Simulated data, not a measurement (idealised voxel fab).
Proc. module: voxel gate over fins
In the cross-section labelled cut, the width is 245 nm and each square cell is 5 nm.
Cross-section spec: square-cell grid; bands listed top down; each band is one or more rows.
Band: top height; bottom height; in nm. Then, left to right: material with width in nm, for each material. "full width": a single material spanning edge to edge. "blank": empty space.
A quick word on heights: they are counted from 0, and under that level the wafer as it came to us is one material throughout. The lowest band is different from the rest in having no bottom; it simply continues downward, written as in "0 nm and below".
With a width like "30->40", each row of cells in the band differs from the next by the same amount, the top row carrying the first number and the bottom row the second.
"no alterations made" -> step changed no cross-section cell.
"Enclosed internal cavities": sealed empty spaces, 8 cells or more, no open way to top, listed width x height at distance, with distance from the left edge and width, height and distance in nm.
The remark found on a step's line after its settings is issued by the simulator itself and pertains to that step.
Regarding "overlay nm": on a step with a mask, it is the distance the mask lay to the right of its planned place; a negative value places it to the left.
The following list gives the planned process steps:
1: RECEIVE | material Si
2: CONFORMAL_DEP | material SiN | thk nm 5
3: MASKED_ETCH | tone cover | mask id FINS | width nm 15 | pitch nm 35 | etch materials SiN | depth nm 5 | overlay nm 0
4: MASKED_ETCH | tone cover | mask id FINS | width nm 15 | pitch nm 35 | etch materials Si | depth nm 30 | overlay nm 0
5: OXIDIZE | depth nm 5
6: FILL_DEP | material SiO2 | thk nm 15
7: CMP | height nm 5
8: SELECTIVE_ETCH | etch materials SiO2 | depth nm 15
9: STRIP | etch materials SiN
10: CONFORMAL_DEP | material HfO2 | thk nm 5
11: CONFORMAL_DEP | material TiN | thk nm 5
12: FILL_DEP | material W | thk nm 15
13: CMP | height nm 20
14: CONFORMAL_DEP | material SiCN | thk nm 10
Here's what the wafer looked like in cross-section when it arrived - that's after step 1:
- 0 nm and below  Si full width
- Enclosed internal cavities: none
Looking at the first of two wafers in cross-section at end of module - ran to plan:
- 30 nm to 20 nm  SiCN full width
- 20 nm to 10 nm  W full width
- 10 nm to 5 nm  W 75 nm | TiN 25 nm | W 10 nm | TiN 25 nm | W 10 nm | TiN 25 nm | W 75 nm
- 5 nm to 0 nm  W 75 nm | TiN 5 nm | HfO2 15 nm | TiN 5 nm | W 10 nm | TiN 5 nm | HfO2 15 nm | TiN 5 nm | W 10 nm | TiN 5 nm | HfO2 15 nm | TiN 5 nm | W 75 nm
- 0 nm to -5 nm  TiN 80 nm | HfO2 5 nm | Si 5 nm | HfO2 5 nm | TiN 20 nm | HfO2 5 nm | Si 5 nm | HfO2 5 nm | TiN 20 nm | HfO2 5 nm | Si 5 nm | HfO2 5 nm | TiN 80 nm
- -5 nm to -10 nm  HfO2 85 nm | Si 5 nm | HfO2 30 nm | Si 5 nm | HfO2 30 nm | Si 5 nm | HfO2 85 nm
- -10 nm to -35 nm  SiO2 85 nm | Si 5 nm | SiO2 30 nm | Si 5 nm | SiO2 30 nm | Si 5 nm | SiO2 85 nm
- -35 nm and below  Si full width
- Enclosed internal cavities: none
Cross-section at end of module for the second wafer of two, which matched the first in starting point and plan and differed by one mistake in its processing:
- 30 nm to 20 nm  SiCN full width
- 20 nm to 10 nm  W full width
- 10 nm to 5 nm  TiN 85 nm | W 5 nm | TiN 30 nm | W 5 nm | TiN 30 nm | W 5 nm | TiN 85 nm
- 5 nm to 0 nm  HfO2 80 nm | TiN 15 nm | HfO2 20 nm | TiN 15 nm | HfO2 20 nm | TiN 15 nm | HfO2 80 nm
- 0 nm to -5 nm  Si 75 nm | HfO2 25 nm | Si 10 nm | HfO2 25 nm | Si 10 nm | HfO2 25 nm | Si 75 nm
- -5 nm and below  Si full width
- Enclosed internal cavities: none
What broke from the plan during processing? step 3 did not happen as planned, as run it was MASKED_ETCH | tone open | mask id FINS | width nm 15 | pitch nm 35 | etch materials SiN | depth nm 5 | overlay nm 0
The closing comparison, in cells, has the second wafer with more or fewer of some materials than the first: HfO2: 6 fewer, Si: 307 more, SiO2: 230 fewer, TiN: 6 fewer, W: 65 fewer
